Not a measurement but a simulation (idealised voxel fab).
process module | voxel transistor to metal
cross-section cut | 200 nm wide | cells 5 nm
A cross-section is a grid of square cells, given in bands from the top down. A band is one or more rows of cells.
Each band's line starts with the height of the band's top and of its bottom, in nm. Then come its materials from left to right, each with its width in nm. One material with "throughout" fills the band from edge to edge. "air" is empty space.
Height 0 is the level under which the wafer as received is all one material. The lowest band goes on downwards, as in "0 down".
A width such as "30 to 40" changes by the same amount from each row of cells to the next, from the band's top row to its bottom row.
"no change" after a step means that no cell of the cross-section changed.
closed voids: empty space of 8 cells or more with no open way to the top, each as width x height at its distance from the left edge, in nm
after a step's settings: what the simulator itself notes on the step
overlay nm, on a step with a mask: how far to the right of its planned place the mask lay; to the left if negative
plan
1 op RECEIVE | material Si
2 op CONFORMAL_DEP | material SiO2 | thk nm 5
3 op CONFORMAL_DEP | material SiN | thk nm 10
4 op PATTERN | tone cover | mask id ACTIVE | material resist | width nm 120 | thk nm 15 | overlay nm 0
5 op DIRECTIONAL_ETCH | etch materials SiN | depth nm 10
6 op DIRECTIONAL_ETCH | etch materials SiO2 | depth nm 5
7 op DIRECTIONAL_ETCH | etch materials Si | depth nm 20
8 op STRIP | etch materials resist
9 op OXIDIZE | depth nm 5
10 op FILL_DEP | material SiO2 | thk nm 10
11 op CMP | height nm 15
12 op SELECTIVE_ETCH | etch materials SiO2 | depth nm 10
13 op STRIP | etch materials SiN
14 op SELECTIVE_ETCH | etch materials SiO2 | depth nm 5
15 op OXIDIZE | depth nm 5
16 op DIRECTIONAL_DEP | material polySi | thk nm 25
17 op DIRECTIONAL_DEP | material SiCN | thk nm 15
18 op DIRECTIONAL_DEP | material aC | thk nm 15
19 op PATTERN | tone cover | mask id GATE | material resist | width nm 20 | thk nm 35 | overlay nm 0
20 op DIRECTIONAL_ETCH | etch materials aC | depth nm 15
21 op STRIP | etch materials resist
22 op DIRECTIONAL_ETCH | etch materials SiCN | depth nm 25
23 op DIRECTIONAL_ETCH | etch materials polySi | depth nm 40
24 op STRIP | etch materials aC
25 op CONFORMAL_DEP | material SiO2 | thk nm 5
26 op DIRECTIONAL_ETCH | etch materials SiO2 | depth nm 5
27 op CONFORMAL_DEP | material SiN | thk nm 5
28 op DIRECTIONAL_ETCH | etch materials SiN | depth nm 5
29 op DIRECTIONAL_ETCH | etch materials SiO2 | depth nm 5
30 op DIRECTIONAL_ETCH | etch materials Si | depth nm 5
31 op EPI | material nSi | thk nm 5
32 op FILL_DEP | material SiO2 | thk nm 5
33 op CMP | height nm 45
34 op DIRECTIONAL_DEP | material SiO2 | thk nm 15
35 op DIRECTIONAL_DEP | material aC | thk nm 15
36 op PATTERN | tone open | mask id CONTACT | material resist | width nm 20 | pitch nm 80 | thk nm 30 | overlay nm 0
37 op DIRECTIONAL_ETCH | etch materials aC | depth nm 15
38 op STRIP | etch materials resist
39 op DIRECTIONAL_ETCH | etch materials SiO2 | depth nm 65
40 op STRIP | etch materials aC
41 op CONFORMAL_DEP | material TiN | thk nm 5
42 op FILL_DEP | material W | thk nm 10
43 op CMP | height nm 60
44 op DIRECTIONAL_DEP | material TiN | thk nm 5
45 op DIRECTIONAL_DEP | material Ru | thk nm 20
46 op PATTERN | tone cover | mask id METAL_1 | material resist | width nm 20 | pitch nm 80 | thk nm 20 | overlay nm 0
47 op DIRECTIONAL_ETCH | etch materials Ru | depth nm 20
48 op DIRECTIONAL_ETCH | etch materials TiN | depth nm 5
49 op STRIP | etch materials resist
50 op FILL_DEP | material lowk | thk nm 10
51 op CMP | height nm 85
52 op CONFORMAL_DEP | material SiCN | thk nm 5
varied across the wafers: thk nm of step 16. The plan shows the first wafer's value. All wafers start alike
first wafer as received, after step 1
  0 down: Si throughout
  closed voids: none
each wafer at the end: cells of each material gained (+) or lost (-) since it was received, then its closed voids
thk nm 25 | +32 Ru | -126 Si | +52 SiCN | +16 SiN | +438 SiO2 | +64 TiN | +48 W | +160 lowk | +16 nSi | +20 polySi | closed voids: none
thk nm 30 | +32 Ru | -126 Si | +52 SiCN | +18 SiN | +432 SiO2 | +64 TiN | +48 W | +160 lowk | +16 nSi | +24 polySi | closed voids: none
thk nm 35 | +32 Ru | -126 Si | +48 SiCN | +18 SiN | +432 SiO2 | +64 TiN | +48 W | +160 lowk | +16 nSi | +28 polySi | closed voids: none
thk nm 40 | +32 Ru | -126 Si | +44 SiCN | +18 SiN | +432 SiO2 | +64 TiN | +48 W | +160 lowk | +16 nSi | +32 polySi | closed voids: none
